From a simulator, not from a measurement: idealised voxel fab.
The following is a process module called voxel air gaps.
In the cross-section labelled cut, the width is 205 nm and each square cell is 5 nm.
Cross-section = grid of square cells, listed top down in bands; band = one or more rows.
In this notation a band is specified by the heights of its top and bottom, in that order and in nm, after which its materials appear from left to right, each paired with its width in nm. The word "all across" attached to a single material means that material fills the band from edge to edge; the word "air" stands for empty space.
Where do heights start? At 0: under that level the wafer as delivered is made of one material only. And the lowest band has no floor; it just carries on downward, as in "z 0 and below".
With a width like "30->40", each row of cells in the band differs from the next by the same amount, the top row carrying the first number and the bottom row the second.
A step reported as "no alteration" is a step in which no cell of the cross-section changed.
Empty spaces without an open route to the top, at least 8 cells in extent, make up the entry "Cavities, sealed"; each is given as width x height at distance, where the distance is measured from the left edge, and all are in nm.
after a step's settings: what the simulator itself notes on the step
Each step line may optionally specify "overlay nm", which for a step with a mask gives the rightward distance between the mask's planned place and where it lay, a negative value indicating the leftward direction.
The following list gives the planned process steps:
1 op RECEIVE | material Si
2 op CONFORMAL_DEP | material SiO2 | thk nm 15
3 op CONFORMAL_DEP | material SiN | thk nm 5
4 op DIRECTIONAL_DEP | material lowk | thk nm 30
5 op DIRECTIONAL_DEP | material aC | thk nm 15
6 op PATTERN | tone open | mask id LINES | material resist | width nm 25 | pitch nm 50 | thk nm 30 | overlay nm 0
7 op DIRECTIONAL_ETCH | etch materials aC | depth nm 15
8 op STRIP | etch materials resist
9 op DIRECTIONAL_ETCH | etch materials lowk | depth nm 40
10 op STRIP | etch materials aC
11 op CONFORMAL_DEP | material TiN | thk nm 5
12 op FILL_DEP | material W | thk nm 10
13 op CMP | height nm 60
14 op EPI | material Ru | thk nm 10
15 op SELECTIVE_ETCH | etch materials lowk | depth nm 50
16 op CONFORMAL_DEP | material SiCN | thk nm 5
For this document, wafers share an identical start and vary in the step 4 thk nm; the plan quotes the first wafer's value.
Step 1 complete: as-received cross-section of the first of several wafers:
  z 0 and below  Si all across
  Cavities, sealed: none
wafer rows; end of module; cells per material since receipt: (+) gained, (-) lost; then closed voids:
thk nm 30, +82 Ru, +41 SiCN, +41 SiN, +123 SiO2, +77 TiN, +95 W, +156 lowk, Cavities, sealed: none
thk nm 35, +82 Ru, +41 SiCN, +41 SiN, +123 SiO2, +83 TiN, +63 W, +182 lowk, Cavities, sealed: none
thk nm 40, +54 Ru, +117 SiCN, +41 SiN, +123 SiO2, +57 TiN, +63 W, Cavities, sealed: 15 x 30 at 70; 15 x 30 at 120
